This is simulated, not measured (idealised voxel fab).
The document below concerns the process module designated voxel transistor to metal.
The cross-section on display is named cut; it measures 200 nm wide, and its cells are 5 nm squares.
Throughout this document, each cross-section is represented as a grid of square cells and is presented as a sequence of bands enumerated from the top downward, where a band comprises one or more rows of cells. This entry defines a band. It first specifies the height of the band's top and the height of its bottom in nm, and then specifies the band's materials from left to right, stating each material with its width in nm. The word "full width" identifies a single material that fills the band from edge to edge, while the word "air" identifies empty space. Height reference: 0 = level under which incoming wafer is all one material. Lowest band: no bottom, runs on downward, e.g. "0 and below". Note: "30 to 40" means the width goes from the first number (top row of the band) to the second number (bottom row) in equal steps per row of cells. Step note "no change occurred" = no cross-section cell changed. For the entry "Closed void inventory", the listed items are empty spaces with no open way to the top whose size is 8 cells or more; each item follows the pattern width x height at distance, where distance is from the left edge and all three are in nm. If you see something after the settings on a step's line, that's the simulator's own remark about that step. overlay nm: on a step with a mask, how far right of its planned place the mask lay; negative means left.
The following list gives the planned process steps:
1: RECEIVE [material Si]
2: CONFORMAL_DEP [material SiO2] [thk nm 5]
3: CONFORMAL_DEP [material SiN] [thk nm 15]
4: DIRECTIONAL_DEP [material aC] [thk nm 10]
5: PATTERN [tone cover] [mask id ACTIVE] [material resist] [width nm 110] [thk nm 30] [overlay nm 0]
6: DIRECTIONAL_ETCH [etch materials aC] [depth nm 10]
7: STRIP [etch materials resist]
8: DIRECTIONAL_ETCH [etch materials SiN] [depth nm 15]
9: DIRECTIONAL_ETCH [etch materials SiO2] [depth nm 5]
10: DIRECTIONAL_ETCH [etch materials Si] [depth nm 30]
11: STRIP [etch materials aC]
12: OXIDIZE [depth nm 5]
13: FILL_DEP [material SiO2] [thk nm 15]
14: CMP [height nm 20]
15: SELECTIVE_ETCH [etch materials SiO2] [depth nm 10]
16: STRIP [etch materials SiN]
17: SELECTIVE_ETCH [etch materials SiO2] [depth nm 5]
18: OXIDIZE [depth nm 5]
19: DIRECTIONAL_DEP [material polySi] [thk nm 25]
20: DIRECTIONAL_DEP [material SiCN] [thk nm 10]
21: MASKED_ETCH [tone cover] [mask id GATE] [width nm 20] [etch materials SiCN] [depth nm 20] [overlay nm 0]
22: MASKED_ETCH [tone cover] [mask id GATE] [width nm 20] [etch materials polySi] [depth nm 35] [overlay nm 0]
23: CONFORMAL_DEP [material SiO2] [thk nm 5]
24: DIRECTIONAL_ETCH [etch materials SiO2] [depth nm 5]
25: CONFORMAL_DEP [material SiN] [thk nm 5]
26: DIRECTIONAL_ETCH [etch materials SiN] [depth nm 5]
27: DIRECTIONAL_ETCH [etch materials SiO2] [depth nm 5]
28: DIRECTIONAL_ETCH [etch materials Si] [depth nm 15]
29: EPI [material nSi] [thk nm 15]
30: FILL_DEP [material SiO2] [thk nm 10]
31: CMP [height nm 35]
32: DIRECTIONAL_DEP [material SiO2] [thk nm 10]
33: DIRECTIONAL_DEP [material aC] [thk nm 15]
34: PATTERN [tone open] [mask id CONTACT] [material resist] [width nm 15] [pitch nm 75] [thk nm 35] [overlay nm 0]
35: DIRECTIONAL_ETCH [etch materials aC] [depth nm 15]
36: STRIP [etch materials resist]
37: DIRECTIONAL_ETCH [etch materials SiO2] [depth nm 50]
38: STRIP [etch materials aC]
39: CONFORMAL_DEP [material TiN] [thk nm 5]
40: FILL_DEP [material Ru] [thk nm 10]
41: CMP [height nm 45]
42: DIRECTIONAL_DEP [material TiN] [thk nm 5]
43: DIRECTIONAL_DEP [material Ru] [thk nm 15]
44: DIRECTIONAL_DEP [material aC] [thk nm 10]
45: PATTERN [tone cover] [mask id METAL_1] [material resist] [width nm 15] [pitch nm 75] [thk nm 30] [overlay nm 0]
46: DIRECTIONAL_ETCH [etch materials aC] [depth nm 10]
47: STRIP [etch materials resist]
48: DIRECTIONAL_ETCH [etch materials Ru] [depth nm 15]
49: DIRECTIONAL_ETCH [etch materials TiN] [depth nm 5]
50: STRIP [etch materials aC]
51: FILL_DEP [material SiO2] [thk nm 10]
52: CMP [height nm 65]
53: CONFORMAL_DEP [material SiCN] [thk nm 5]
54: DIRECTIONAL_DEP [material SiO2] [thk nm 30]
55: DIRECTIONAL_DEP [material aC] [thk nm 15]
56: PATTERN [tone open] [mask id METAL_2] [material resist] [width nm 15] [pitch nm 75] [thk nm 30] [overlay nm 0]
57: DIRECTIONAL_ETCH [etch materials aC] [depth nm 15]
58: STRIP [etch materials resist]
59: DIRECTIONAL_ETCH [etch materials SiO2] [depth nm 20]
60: STRIP [etch materials aC]
61: PATTERN [tone open] [mask id METAL_2_HOLES] [material resist] [width nm 15] [pitch nm 75] [thk nm 20] [overlay nm 0]
62: DIRECTIONAL_ETCH [etch materials SiO2] [depth nm 10]
63: DIRECTIONAL_ETCH [etch materials SiCN] [depth nm 5]
64: STRIP [etch materials resist]
65: CONFORMAL_DEP [material TiN] [thk nm 5]
66: FILL_DEP [material Cu] [thk nm 5]
67: CMP [height nm 100]
68: CONFORMAL_DEP [material SiN] [thk nm 5]
First wafer, as planned:
Wafer at receipt (post step 1), cross-section:
    0 and below: Si full width
    Closed void inventory: none
The wafer, seen in cross-section, after step 2:
    5 down to 0: SiO2 full width
    Anything lower than 0 is untouched.
The wafer, seen in cross-section, after step 3:
    20 down to 5: SiN full width
    Anything lower than 5 is untouched.
The wafer, seen in cross-section, after step 4:
    30 down to 20: aC full width
    Anything lower than 20 is untouched.
The wafer, seen in cross-section, after step 5:
    60 down to 30: air: 45, then resist: 110, then air: 45
    Anything lower than 30 is untouched.
The wafer, seen in cross-section, after step 6:
    50 down to 30: air: 45, then resist: 110, then air: 45
    30 down to 20: air: 45, then aC: 110, then air: 45
    Anything lower than 20 is untouched.
The wafer, seen in cross-section, after step 7:
    30 down to 20: air: 45, then aC: 110, then air: 45
    Anything lower than 20 is untouched.
The wafer, seen in cross-section, after step 8:
    30 down to 20: air: 45, then aC: 110, then air: 45
    20 down to 5: air: 45, then SiN: 110, then air: 45
    Anything lower than 5 is untouched.
The wafer, seen in cross-section, after step 9:
    30 down to 20: air: 45, then aC: 110, then air: 45
    20 down to 5: air: 45, then SiN: 110, then air: 45
    5 down to 0: air: 45, then SiO2: 110, then air: 45
    Anything lower than 0 is untouched.
The wafer, seen in cross-section, after step 10:
    30 down to 20: air: 45, then aC: 110, then air: 45
    20 down to 5: air: 45, then SiN: 110, then air: 45
    5 down to 0: air: 45, then SiO2: 110, then air: 45
    0 down to -30: air: 45, then Si: 110, then air: 45
    Anything lower than -30 is untouched.
The wafer, seen in cross-section, after step 11:
    20 down to 5: air: 45, then SiN: 110, then air: 45
    Anything lower than 5 is untouched.
The wafer, seen in cross-section, after step 12:
    20 down to 5: air: 45, then SiN: 110, then air: 45
    5 down to 0: air: 45, then SiO2: 110, then air: 45
    0 down to -30: air: 45, then SiO2: 5, then Si: 100, then SiO2: 5, then air: 45
    -30 down to -35: SiO2: 50, then Si: 100, then SiO2: 50
    Anything lower than -35 is untouched.
The wafer, seen in cross-section, after step 13:
    35 down to 20: SiO2 full width
    20 down to 5: SiO2: 45, then SiN: 110, then SiO2: 45
    5 down to 0: SiO2 full width
    0 down to -35: SiO2: 50, then Si: 100, then SiO2: 50
    Anything lower than -35 is untouched.
The wafer, seen in cross-section, after step 14:
    20 down to 5: SiO2: 45, then SiN: 110, then SiO2: 45
    Anything lower than 5 is untouched.
The wafer, seen in cross-section, after step 15:
    20 down to 10: air: 45, then SiN: 110, then air: 45
    Anything lower than 10 is untouched.
The wafer, seen in cross-section, after step 16:
    10 down to 5: SiO2: 45, then air: 110, then SiO2: 45
    Anything lower than 5 is untouched.
The wafer, seen in cross-section, after step 17:
    5 down to 0: SiO2: 40, then air: 120, then SiO2: 40
    Anything lower than 0 is untouched.
The wafer, seen in cross-section, after step 18:
    5 down to 0: SiO2: 40, then air: 120, then SiO2: 40
    0 down to -5: SiO2 full width
    Anything lower than -5 is untouched.
The wafer, seen in cross-section, after step 19:
    30 down to 25: polySi: 40, then air: 120, then polySi: 40
    25 down to 5: polySi full width
    5 down to 0: SiO2: 40, then polySi: 120, then SiO2: 40
    Anything lower than 0 is untouched.
The wafer, seen in cross-section, after step 20:
    40 down to 35: SiCN: 40, then air: 120, then SiCN: 40
    35 down to 30: SiCN full width
    30 down to 25: polySi: 40, then SiCN: 120, then polySi: 40
    Anything lower than 25 is untouched.
The wafer, seen in cross-section, after step 21:
    35 down to 30: air: 90, then SiCN: 20, then air: 90
    30 down to 25: polySi: 40, then air: 50, then SiCN: 20, then air: 50, then polySi: 40
    Anything lower than 25 is untouched.
The wafer, seen in cross-section, after step 22:
    35 down to 25: air: 90, then SiCN: 20, then air: 90
    25 down to 5: air: 90, then polySi: 20, then air: 90
    5 down to 0: SiO2: 40, then air: 50, then polySi: 20, then air: 50, then SiO2: 40
    Anything lower than 0 is untouched.
The wafer, seen in cross-section, after step 23:
    40 down to 35: air: 85, then SiO2: 30, then air: 85
    35 down to 25: air: 85, then SiO2: 5, then SiCN: 20, then SiO2: 5, then air: 85
    25 down to 10: air: 85, then SiO2: 5, then polySi: 20, then SiO2: 5, then air: 85
    10 down to 5: SiO2: 45, then air: 40, then SiO2: 5, then polySi: 20, then SiO2: 5, then air: 40, then SiO2: 45
    5 down to 0: SiO2: 90, then polySi: 20, then SiO2: 90
    Anything lower than 0 is untouched.
The wafer, seen in cross-section, after step 24:
    35 down to 25: air: 85, then SiO2: 5, then SiCN: 20, then SiO2: 5, then air: 85
    25 down to 5: air: 85, then SiO2: 5, then polySi: 20, then SiO2: 5, then air: 85
    5 down to 0: SiO2: 45, then air: 40, then SiO2: 5, then polySi: 20, then SiO2: 5, then air: 40, then SiO2: 45
    Anything lower than 0 is untouched.
The wafer, seen in cross-section, after step 25:
    40 down to 35: air: 80, then SiN: 40, then air: 80
    35 down to 25: air: 80, then SiN: 5, then SiO2: 5, then SiCN: 20, then SiO2: 5, then SiN: 5, then air: 80
    25 down to 10: air: 80, then SiN: 5, then SiO2: 5, then polySi: 20, then SiO2: 5, then SiN: 5, then air: 80
    10 down to 5: SiN: 50, then air: 30, then SiN: 5, then SiO2: 5, then polySi: 20, then SiO2: 5, then SiN: 5, then air: 30, then SiN: 50
    5 down to 0: SiO2: 45, then SiN: 40, then SiO2: 5, then polySi: 20, then SiO2: 5, then SiN: 40, then SiO2: 45
    Anything lower than 0 is untouched.
The wafer, seen in cross-section, after step 26:
    35 down to 25: air: 80, then SiN: 5, then SiO2: 5, then SiCN: 20, then SiO2: 5, then SiN: 5, then air: 80
    25 down to 5: air: 80, then SiN: 5, then SiO2: 5, then polySi: 20, then SiO2: 5, then SiN: 5, then air: 80
    5 down to 0: SiO2: 45, then SiN: 5, then air: 30, then SiN: 5, then SiO2: 5, then polySi: 20, then SiO2: 5, then SiN: 5, then air: 30, then SiN: 5, then SiO2: 45
    Anything lower than 0 is untouched.
The wafer, seen in cross-section, after step 27:
    35 down to 30: air: 80, then SiN: 5, then air: 5, then SiCN: 20, then air: 5, then SiN: 5, then air: 80
    30 down to 25: air: 80, then SiN: 5, then SiO2: 5, then SiCN: 20, then SiO2: 5, then SiN: 5, then air: 80
    25 down to 5: air: 80, then SiN: 5, then SiO2: 5, then polySi: 20, then SiO2: 5, then SiN: 5, then air: 80
    5 down to 0: air: 45, then SiN: 5, then air: 30, then SiN: 5, then SiO2: 5, then polySi: 20, then SiO2: 5, then SiN: 5, then air: 30, then SiN: 5, then air: 45
    0 down to -5: SiO2: 50, then air: 30, then SiO2: 40, then air: 30, then SiO2: 50
    Anything lower than -5 is untouched.
The wafer, seen in cross-section, after step 28:
    35 down to 30: air: 80, then SiN: 5, then air: 5, then SiCN: 20, then air: 5, then SiN: 5, then air: 80
    30 down to 25: air: 80, then SiN: 5, then SiO2: 5, then SiCN: 20, then SiO2: 5, then SiN: 5, then air: 80
    25 down to 5: air: 80, then SiN: 5, then SiO2: 5, then polySi: 20, then SiO2: 5, then SiN: 5, then air: 80
    5 down to 0: air: 45, then SiN: 5, then air: 30, then SiN: 5, then SiO2: 5, then polySi: 20, then SiO2: 5, then SiN: 5, then air: 30, then SiN: 5, then air: 45
    0 down to -5: SiO2: 50, then air: 30, then SiO2: 40, then air: 30, then SiO2: 50
    -5 down to -20: SiO2: 50, then air: 30, then Si: 40, then air: 30, then SiO2: 50
    Anything lower than -20 is untouched.
The wafer, seen in cross-section, after step 29:
    35 down to 30: air: 80, then SiN: 5, then air: 5, then SiCN: 20, then air: 5, then SiN: 5, then air: 80
    30 down to 25: air: 80, then SiN: 5, then SiO2: 5, then SiCN: 20, then SiO2: 5, then SiN: 5, then air: 80
    25 down to 10: air: 80, then SiN: 5, then SiO2: 5, then polySi: 20, then SiO2: 5, then SiN: 5, then air: 80
    10 down to 5: air: 65, then nSi: 15, then SiN: 5, then SiO2: 5, then polySi: 20, then SiO2: 5, then SiN: 5, then nSi: 15, then air: 65
    5 down to 0: air: 45, then SiN: 5, then air: 15, then nSi: 15, then SiN: 5, then SiO2: 5, then polySi: 20, then SiO2: 5, then SiN: 5, then nSi: 15, then air: 15, then SiN: 5, then air: 45
    0 down to -5: SiO2: 50, then air: 15, then nSi: 15, then SiO2: 40, then nSi: 15, then air: 15, then SiO2: 50
    -5 down to -20: SiO2: 50, then nSi: 30, then Si: 40, then nSi: 30, then SiO2: 50
    Anything lower than -20 is untouched.
The wafer, seen in cross-section, after step 30:
    45 down to 35: SiO2 full width
    35 down to 25: SiO2: 80, then SiN: 5, then SiO2: 5, then SiCN: 20, then SiO2: 5, then SiN: 5, then SiO2: 80
    25 down to 10: SiO2: 80, then SiN: 5, then SiO2: 5, then polySi: 20, then SiO2: 5, then SiN: 5, then SiO2: 80
    10 down to 5: SiO2: 65, then nSi: 15, then SiN: 5, then SiO2: 5, then polySi: 20, then SiO2: 5, then SiN: 5, then nSi: 15, then SiO2: 65
    5 down to 0: SiO2: 45, then SiN: 5, then SiO2: 15, then nSi: 15, then SiN: 5, then SiO2: 5, then polySi: 20, then SiO2: 5, then SiN: 5, then nSi: 15, then SiO2: 15, then SiN: 5, then SiO2: 45
    0 down to -5: SiO2: 65, then nSi: 15, then SiO2: 40, then nSi: 15, then SiO2: 65
    Anything lower than -5 is untouched.
The wafer, seen in cross-section, after step 31:
    35 down to 25: SiO2: 80, then SiN: 5, then SiO2: 5, then SiCN: 20, then SiO2: 5, then SiN: 5, then SiO2: 80
    Anything lower than 25 is untouched.
The wafer, seen in cross-section, after step 32:
    45 down to 35: SiO2 full width
    Anything lower than 35 is untouched.
The wafer, seen in cross-section, after step 33:
    60 down to 45: aC full width
    Anything lower than 45 is untouched.
The wafer, seen in cross-section, after step 34:
    95 down to 60: resist: 55, then air: 15, then resist: 60, then air: 15, then resist: 55
    Anything lower than 60 is untouched.
The wafer, seen in cross-section, after step 35:
    80 down to 60: resist: 55, then air: 15, then resist: 60, then air: 15, then resist: 55
    60 down to 45: aC: 55, then air: 15, then aC: 60, then air: 15, then aC: 55
    Anything lower than 45 is untouched.
The wafer, seen in cross-section, after step 36:
    60 down to 45: aC: 55, then air: 15, then aC: 60, then air: 15, then aC: 55
    Anything lower than 45 is untouched.
The wafer, seen in cross-section, after step 37:
    60 down to 45: aC: 55, then air: 15, then aC: 60, then air: 15, then aC: 55
    45 down to 35: SiO2: 55, then air: 15, then SiO2: 60, then air: 15, then SiO2: 55
    35 down to 25: SiO2: 55, then air: 15, then SiO2: 10, then SiN: 5, then SiO2: 5, then SiCN: 20, then SiO2: 5, then SiN: 5, then SiO2: 10, then air: 15, then SiO2: 55
    25 down to 10: SiO2: 55, then air: 15, then SiO2: 10, then SiN: 5, then SiO2: 5, then polySi: 20, then SiO2: 5, then SiN: 5, then SiO2: 10, then air: 15, then SiO2: 55
    10 down to 5: SiO2: 55, then air: 10, then nSi: 15, then SiN: 5, then SiO2: 5, then polySi: 20, then SiO2: 5, then SiN: 5, then nSi: 15, then air: 10, then SiO2: 55
    5 down to 0: SiO2: 45, then SiN: 5, then SiO2: 5, then air: 10, then nSi: 15, then SiN: 5, then SiO2: 5, then polySi: 20, then SiO2: 5, then SiN: 5, then nSi: 15, then air: 10, then SiO2: 5, then SiN: 5, then SiO2: 45
    0 down to -5: SiO2: 55, then air: 10, then nSi: 15, then SiO2: 40, then nSi: 15, then air: 10, then SiO2: 55
    Anything lower than -5 is untouched.
The wafer, seen in cross-section, after step 38:
    45 down to 35: SiO2: 55, then air: 15, then SiO2: 60, then air: 15, then SiO2: 55
    Anything lower than 35 is untouched.
The wafer, seen in cross-section, after step 39:
    50 down to 45: TiN: 60, then air: 5, then TiN: 70, then air: 5, then TiN: 60
    45 down to 35: SiO2: 55, then TiN: 5, then air: 5, then TiN: 5, then SiO2: 60, then TiN: 5, then air: 5, then TiN: 5, then SiO2: 55
    35 down to 25: SiO2: 55, then TiN: 5, then air: 5, then TiN: 5, then SiO2: 10, then SiN: 5, then SiO2: 5, then SiCN: 20, then SiO2: 5, then SiN: 5, then SiO2: 10, then TiN: 5, then air: 5, then TiN: 5, then SiO2: 55
    25 down to 15: SiO2: 55, then TiN: 5, then air: 5, then TiN: 5, then SiO2: 10, then SiN: 5, then SiO2: 5, then polySi: 20, then SiO2: 5, then SiN: 5, then SiO2: 10, then TiN: 5, then air: 5, then TiN: 5, then SiO2: 55
    15 down to 10: SiO2: 55, then TiN: 15, then SiO2: 10, then SiN: 5, then SiO2: 5, then polySi: 20, then SiO2: 5, then SiN: 5, then SiO2: 10, then TiN: 15, then SiO2: 55
    10 down to 5: SiO2: 55, then TiN: 10, then nSi: 15, then SiN: 5, then SiO2: 5, then polySi: 20, then SiO2: 5, then SiN: 5, then nSi: 15, then TiN: 10, then SiO2: 55
    5 down to 0: SiO2: 45, then SiN: 5, then SiO2: 5, then TiN: 10, then nSi: 15, then SiN: 5, then SiO2: 5, then polySi: 20, then SiO2: 5, then SiN: 5, then nSi: 15, then TiN: 10, then SiO2: 5, then SiN: 5, then SiO2: 45
    0 down to -5: SiO2: 55, then TiN: 10, then nSi: 15, then SiO2: 40, then nSi: 15, then TiN: 10, then SiO2: 55
    Anything lower than -5 is untouched.
The wafer, seen in cross-section, after step 40:
    60 down to 50: Ru full width
    50 down to 45: TiN: 60, then Ru: 5, then TiN: 70, then Ru: 5, then TiN: 60
    45 down to 35: SiO2: 55, then TiN: 5, then Ru: 5, then TiN: 5, then SiO2: 60, then TiN: 5, then Ru: 5, then TiN: 5, then SiO2: 55
    35 down to 25: SiO2: 55, then TiN: 5, then Ru: 5, then TiN: 5, then SiO2: 10, then SiN: 5, then SiO2: 5, then SiCN: 20, then SiO2: 5, then SiN: 5, then SiO2: 10, then TiN: 5, then Ru: 5, then TiN: 5, then SiO2: 55
    25 down to 15: SiO2: 55, then TiN: 5, then Ru: 5, then TiN: 5, then SiO2: 10, then SiN: 5, then SiO2: 5, then polySi: 20, then SiO2: 5, then SiN: 5, then SiO2: 10, then TiN: 5, then Ru: 5, then TiN: 5, then SiO2: 55
    Anything lower than 15 is untouched.
The wafer, seen in cross-section, after step 41:
    45 down to 35: SiO2: 55, then TiN: 5, then Ru: 5, then TiN: 5, then SiO2: 60, then TiN: 5, then Ru: 5, then TiN: 5, then SiO2: 55
    Anything lower than 35 is untouched.
The wafer, seen in cross-section, after step 42:
    50 down to 45: TiN full width
    Anything lower than 45 is untouched.
The wafer, seen in cross-section, after step 43:
    65 down to 50: Ru full width
    Anything lower than 50 is untouched.
The wafer, seen in cross-section, after step 44:
    75 down to 65: aC full width
    Anything lower than 65 is untouched.
The wafer, seen in cross-section, after step 45:
    105 down to 75: air: 55, then resist: 15, then air: 60, then resist: 15, then air: 55
    Anything lower than 75 is untouched.
The wafer, seen in cross-section, after step 46:
    95 down to 75: air: 55, then resist: 15, then air: 60, then resist: 15, then air: 55
    75 down to 65: air: 55, then aC: 15, then air: 60, then aC: 15, then air: 55
    Anything lower than 65 is untouched.
The wafer, seen in cross-section, after step 47:
    75 down to 65: air: 55, then aC: 15, then air: 60, then aC: 15, then air: 55
    Anything lower than 65 is untouched.
The wafer, seen in cross-section, after step 48:
    75 down to 65: air: 55, then aC: 15, then air: 60, then aC: 15, then air: 55
    65 down to 50: air: 55, then Ru: 15, then air: 60, then Ru: 15, then air: 55
    Anything lower than 50 is untouched.
The wafer, seen in cross-section, after step 49:
    75 down to 65: air: 55, then aC: 15, then air: 60, then aC: 15, then air: 55
    65 down to 50: air: 55, then Ru: 15, then air: 60, then Ru: 15, then air: 55
    50 down to 45: air: 55, then TiN: 15, then air: 60, then TiN: 15, then air: 55
    Anything lower than 45 is untouched.
The wafer, seen in cross-section, after step 50:
    65 down to 50: air: 55, then Ru: 15, then air: 60, then Ru: 15, then air: 55
    Anything lower than 50 is untouched.
The wafer, seen in cross-section, after step 51:
    75 down to 65: SiO2 full width
    65 down to 50: SiO2: 55, then Ru: 15, then SiO2: 60, then Ru: 15, then SiO2: 55
    50 down to 45: SiO2: 55, then TiN: 15, then SiO2: 60, then TiN: 15, then SiO2: 55
    Anything lower than 45 is untouched.
The wafer, seen in cross-section, after step 52:
    65 down to 50: SiO2: 55, then Ru: 15, then SiO2: 60, then Ru: 15, then SiO2: 55
    Anything lower than 50 is untouched.
The wafer, seen in cross-section, after step 53:
    70 down to 65: SiCN full width
    Anything lower than 65 is untouched.
The wafer, seen in cross-section, after step 54:
    100 down to 70: SiO2 full width
    Anything lower than 70 is untouched.
The wafer, seen in cross-section, after step 55:
    115 down to 100: aC full width
    Anything lower than 100 is untouched.
The wafer, seen in cross-section, after step 56:
    145 down to 115: resist: 55, then air: 15, then resist: 60, then air: 15, then resist: 55
    Anything lower than 115 is untouched.
The wafer, seen in cross-section, after step 57:
    130 down to 115: resist: 55, then air: 15, then resist: 60, then air: 15, then resist: 55
    115 down to 100: aC: 55, then air: 15, then aC: 60, then air: 15, then aC: 55
    Anything lower than 100 is untouched.
The wafer, seen in cross-section, after step 58:
    115 down to 100: aC: 55, then air: 15, then aC: 60, then air: 15, then aC: 55
    Anything lower than 100 is untouched.
The wafer, seen in cross-section, after step 59:
    115 down to 100: aC: 55, then air: 15, then aC: 60, then air: 15, then aC: 55
    100 down to 80: SiO2: 55, then air: 15, then SiO2: 60, then air: 15, then SiO2: 55
    Anything lower than 80 is untouched.
The wafer, seen in cross-section, after step 60:
    100 down to 80: SiO2: 55, then air: 15, then SiO2: 60, then air: 15, then SiO2: 55
    Anything lower than 80 is untouched.
The wafer, seen in cross-section, after step 61:
    120 down to 100: resist: 55, then air: 15, then resist: 60, then air: 15, then resist: 55
    Anything lower than 100 is untouched.
The wafer, seen in cross-section, after step 62:
    120 down to 100: resist: 55, then air: 15, then resist: 60, then air: 15, then resist: 55
    100 down to 70: SiO2: 55, then air: 15, then SiO2: 60, then air: 15, then SiO2: 55
    Anything lower than 70 is untouched.
The wafer, seen in cross-section, after step 63:
    120 down to 100: resist: 55, then air: 15, then resist: 60, then air: 15, then resist: 55
    100 down to 70: SiO2: 55, then air: 15, then SiO2: 60, then air: 15, then SiO2: 55
    70 down to 65: SiCN: 55, then air: 15, then SiCN: 60, then air: 15, then SiCN: 55
    Anything lower than 65 is untouched.
The wafer, seen in cross-section, after step 64:
    100 down to 70: SiO2: 55, then air: 15, then SiO2: 60, then air: 15, then SiO2: 55
    Anything lower than 70 is untouched.
The wafer, seen in cross-section, after step 65:
    105 down to 100: TiN: 60, then air: 5, then TiN: 70, then air: 5, then TiN: 60
    100 down to 70: SiO2: 55, then TiN: 5, then air: 5, then TiN: 5, then SiO2: 60, then TiN: 5, then air: 5, then TiN: 5, then SiO2: 55
    70 down to 65: SiCN: 55, then TiN: 15, then SiCN: 60, then TiN: 15, then SiCN: 55
    Anything lower than 65 is untouched.
The wafer, seen in cross-section, after step 66:
    110 down to 105: Cu full width
    105 down to 100: TiN: 60, then Cu: 5, then TiN: 70, then Cu: 5, then TiN: 60
    100 down to 70: SiO2: 55, then TiN: 5, then Cu: 5, then TiN: 5, then SiO2: 60, then TiN: 5, then Cu: 5, then TiN: 5, then SiO2: 55
    Anything lower than 70 is untouched.
The wafer, seen in cross-section, after step 67:
    100 down to 70: SiO2: 55, then TiN: 5, then Cu: 5, then TiN: 5, then SiO2: 60, then TiN: 5, then Cu: 5, then TiN: 5, then SiO2: 55
    Anything lower than 70 is untouched.
The wafer, seen in cross-section, after step 68:
    105 down to 100: SiN full width
    Anything lower than 100 is untouched.
What follows concerns the second wafer, which started out like the first and was meant to follow the very same plan; one mistake crept in when it was run, but everything up to and including step 41 is the same as for the first wafer:
Second wafer at the planned finish of step 42, seen in cross-section:
    50 down to 45: Cu full width
    Anything lower than 45 is untouched.
Second wafer at the planned finish of step 43, seen in cross-section:
    65 down to 50: Ru full width
    Anything lower than 50 is untouched.
Second wafer at the planned finish of step 44, seen in cross-section:
    75 down to 65: aC full width
    Anything lower than 65 is untouched.
Second wafer at the planned finish of step 45, seen in cross-section:
    105 down to 75: air: 55, then resist: 15, then air: 60, then resist: 15, then air: 55
    Anything lower than 75 is untouched.
Second wafer at the planned finish of step 46, seen in cross-section:
    95 down to 75: air: 55, then resist: 15, then air: 60, then resist: 15, then air: 55
    75 down to 65: air: 55, then aC: 15, then air: 60, then aC: 15, then air: 55
    Anything lower than 65 is untouched.
Second wafer at the planned finish of step 47, seen in cross-section:
    75 down to 65: air: 55, then aC: 15, then air: 60, then aC: 15, then air: 55
    Anything lower than 65 is untouched.
Second wafer at the planned finish of step 48, seen in cross-section:
    75 down to 65: air: 55, then aC: 15, then air: 60, then aC: 15, then air: 55
    65 down to 50: air: 55, then Ru: 15, then air: 60, then Ru: 15, then air: 55
    Anything lower than 50 is untouched.
Second wafer at the planned finish of step 49, seen in cross-section: no change occurred
Second wafer at the planned finish of step 50, seen in cross-section:
    65 down to 50: air: 55, then Ru: 15, then air: 60, then Ru: 15, then air: 55
    Anything lower than 50 is untouched.
Second wafer at the planned finish of step 51, seen in cross-section:
    75 down to 65: SiO2 full width
    65 down to 50: SiO2: 55, then Ru: 15, then SiO2: 60, then Ru: 15, then SiO2: 55
    Anything lower than 50 is untouched.
Second wafer at the planned finish of step 52, seen in cross-section:
    65 down to 50: SiO2: 55, then Ru: 15, then SiO2: 60, then Ru: 15, then SiO2: 55
    Anything lower than 50 is untouched.
Second wafer at the planned finish of step 53, seen in cross-section:
    70 down to 65: SiCN full width
    Anything lower than 65 is untouched.
Second wafer at the planned finish of step 54, seen in cross-section:
    100 down to 70: SiO2 full width
    Anything lower than 70 is untouched.
Second wafer at the planned finish of step 55, seen in cross-section:
    115 down to 100: aC full width
    Anything lower than 100 is untouched.
Second wafer at the planned finish of step 56, seen in cross-section:
    145 down to 115: resist: 55, then air: 15, then resist: 60, then air: 15, then resist: 55
    Anything lower than 115 is untouched.
Second wafer at the planned finish of step 57, seen in cross-section:
    130 down to 115: resist: 55, then air: 15, then resist: 60, then air: 15, then resist: 55
    115 down to 100: aC: 55, then air: 15, then aC: 60, then air: 15, then aC: 55
    Anything lower than 100 is untouched.
Second wafer at the planned finish of step 58, seen in cross-section:
    115 down to 100: aC: 55, then air: 15, then aC: 60, then air: 15, then aC: 55
    Anything lower than 100 is untouched.
Second wafer at the planned finish of step 59, seen in cross-section:
    115 down to 100: aC: 55, then air: 15, then aC: 60, then air: 15, then aC: 55
    100 down to 80: SiO2: 55, then air: 15, then SiO2: 60, then air: 15, then SiO2: 55
    Anything lower than 80 is untouched.
Second wafer at the planned finish of step 60, seen in cross-section:
    100 down to 80: SiO2: 55, then air: 15, then SiO2: 60, then air: 15, then SiO2: 55
    Anything lower than 80 is untouched.
Second wafer at the planned finish of step 61, seen in cross-section:
    120 down to 100: resist: 55, then air: 15, then resist: 60, then air: 15, then resist: 55
    Anything lower than 100 is untouched.
Second wafer at the planned finish of step 62, seen in cross-section:
    120 down to 100: resist: 55, then air: 15, then resist: 60, then air: 15, then resist: 55
    100 down to 70: SiO2: 55, then air: 15, then SiO2: 60, then air: 15, then SiO2: 55
    Anything lower than 70 is untouched.
Second wafer at the planned finish of step 63, seen in cross-section:
    120 down to 100: resist: 55, then air: 15, then resist: 60, then air: 15, then resist: 55
    100 down to 70: SiO2: 55, then air: 15, then SiO2: 60, then air: 15, then SiO2: 55
    70 down to 65: SiCN: 55, then air: 15, then SiCN: 60, then air: 15, then SiCN: 55
    Anything lower than 65 is untouched.
Second wafer at the planned finish of step 64, seen in cross-section:
    100 down to 70: SiO2: 55, then air: 15, then SiO2: 60, then air: 15, then SiO2: 55
    Anything lower than 70 is untouched.
Second wafer at the planned finish of step 65, seen in cross-section:
    105 down to 100: TiN: 60, then air: 5, then TiN: 70, then air: 5, then TiN: 60
    100 down to 70: SiO2: 55, then TiN: 5, then air: 5, then TiN: 5, then SiO2: 60, then TiN: 5, then air: 5, then TiN: 5, then SiO2: 55
    70 down to 65: SiCN: 55, then TiN: 15, then SiCN: 60, then TiN: 15, then SiCN: 55
    Anything lower than 65 is untouched.
Second wafer at the planned finish of step 66, seen in cross-section:
    110 down to 105: Cu full width
    105 down to 100: TiN: 60, then Cu: 5, then TiN: 70, then Cu: 5, then TiN: 60
    100 down to 70: SiO2: 55, then TiN: 5, then Cu: 5, then TiN: 5, then SiO2: 60, then TiN: 5, then Cu: 5, then TiN: 5, then SiO2: 55
    Anything lower than 70 is untouched.
Second wafer at the planned finish of step 67, seen in cross-section:
    100 down to 70: SiO2: 55, then TiN: 5, then Cu: 5, then TiN: 5, then SiO2: 60, then TiN: 5, then Cu: 5, then TiN: 5, then SiO2: 55
    Anything lower than 70 is untouched.
Second wafer at the planned finish of step 68, seen in cross-section:
    105 down to 100: SiN full width
    Anything lower than 100 is untouched.
What broke from the plan during processing? step 42 was processed under conditions differing from the plan, specifically as DIRECTIONAL_DEP [material Cu] [thk nm 5]
Cell-count delta at end, second wafer over first, by material: Cu +40, SiO2 -34, TiN -6
